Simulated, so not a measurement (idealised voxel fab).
Presented below is a process module, voxel capacitor over wiring.
Pictured: cross-section cut, 155 nm wide, on a grid of 5 nm square cells.
Square cells in a grid make up a cross-section in this document, and the grid is given as bands, listed from the top down, each one or more rows of cells. First you get the band's top height and its bottom height, in nm, and then the materials it's made of, left to right, with each width in nm. If you see a single material with "all across", that one covers the band edge to edge. "blank" is empty space. Beneath 0, the wafer as received is one material, and that level is where height counting begins. The lowest band goes on downward without a bottom; it is written like "from 0 down". Quick explanation for "30->40": the width changes in equal steps down the rows of cells, from the first number in the band's top row to the second number in its bottom row. The designation "remained the same", where it is given for a processing step, indicates that no cell of the cross-section was altered in the course of that step. So "Closed voids list" is basically the list of trapped voids: any empty space of 8 cells or more that can't reach the top through an opening. They're written width x height at distance, the distance being from the left edge, and it's all nm. after a step's settings: what the simulator itself notes on the step. The "overlay nm" setting may appear on a step's line; for a step that uses a mask, it gives how far to the right of its planned position the mask lay, and a negative value indicates the left.
## Process steps - plan
1 RECEIVE (material Si)
2 CONFORMAL_DEP (material SiO2; thk nm 10)
3 DIRECTIONAL_DEP (material TiN; thk nm 5)
4 DIRECTIONAL_DEP (material Ru; thk nm 25)
5 MASKED_ETCH (tone cover; mask id METAL_1; width nm 30; pitch nm 85; etch materials Ru; depth nm 25; overlay nm 0)
6 MASKED_ETCH (tone cover; mask id METAL_1; width nm 30; pitch nm 85; etch materials TiN; depth nm 5; overlay nm 0)
7 CONFORMAL_DEP (material SiN; thk nm 5)
8 FILL_DEP (material lowk; thk nm 5)
9 CMP (height nm 40)
10 CONFORMAL_DEP (material SiCN; thk nm 5)
11 DIRECTIONAL_DEP (material SiO2; thk nm 20)
12 PATTERN (tone open; mask id PLUG_1; material resist; width nm 15; thk nm 20; overlay nm 0)
13 DIRECTIONAL_ETCH (etch materials SiO2; depth nm 20)
14 DIRECTIONAL_ETCH (etch materials SiCN; depth nm 5)
15 STRIP (etch materials resist)
16 EPI (material Ru; thk nm 10)
17 EPI (material Ru; thk nm 10)
18 EPI (material Ru; thk nm 5)
19 DIRECTIONAL_DEP (material TiN; thk nm 10)
20 DIRECTIONAL_DEP (material Al2O3; thk nm 5)
21 DIRECTIONAL_DEP (material TiN; thk nm 10)
22 MASKED_ETCH (tone cover; mask id UPPER_PLATE; width nm 60; etch materials TiN; depth nm 10; overlay nm 0)
23 MASKED_ETCH (tone cover; mask id UPPER_PLATE; width nm 60; etch materials Al2O3; depth nm 5; overlay nm 0)
24 MASKED_ETCH (tone cover; mask id LOWER_PLATE; width nm 70; etch materials TiN; depth nm 10; overlay nm 0)
25 FILL_DEP (material SiO2; thk nm 15)
26 CMP (height nm 100)
27 MASKED_ETCH (tone open; mask id PLUG_2; width nm 15; etch materials SiO2; depth nm 10; overlay nm 0)
28 CONFORMAL_DEP (material TiN; thk nm 5)
29 FILL_DEP (material Cu; thk nm 10)
30 CMP (height nm 100)
31 CONFORMAL_DEP (material SiCN; thk nm 5)
## Shown in cross-section is the wafer as received, that is, as it stands after step 1
  from 0 down = Si all across
  Closed voids list: none
## Below is the wafer in cross-section after the module was completed. It began from the starting point shown above and followed the plan shown above, except that one mistake was made while running it
  from 105 to 100 = SiCN all across
  from 100 to 90 = SiO2=35; TiN=25; SiO2=95
  from 90 to 85 = SiO2=35; Al2O3=25; TiN=35; SiO2=60
  from 85 to 80 = SiO2=30; TiN=65; SiO2=60
  from 80 to 75 = SiO2=30; TiN=30; Al2O3=35; SiO2=60
  from 75 to 65 = SiO2=25; Ru=35; TiN=40; SiO2=55
  from 65 to 45 = SiO2=35; Ru=15; SiO2=105
  from 45 to 40 = SiCN=35; Ru=15; SiCN=105
  from 40 to 15 = lowk=15; SiN=5; Ru=30; SiN=5; lowk=45; SiN=5; Ru=30; SiN=5; lowk=15
  from 15 to 10 = SiN=20; TiN=30; SiN=55; TiN=30; SiN=20
  from 10 to 0 = SiO2 all across
  from 0 down = Si all across
  Closed voids list: none
What broke from the plan during processing? one step among the identical steps 16 and 17 was executed twice; it cannot be established which
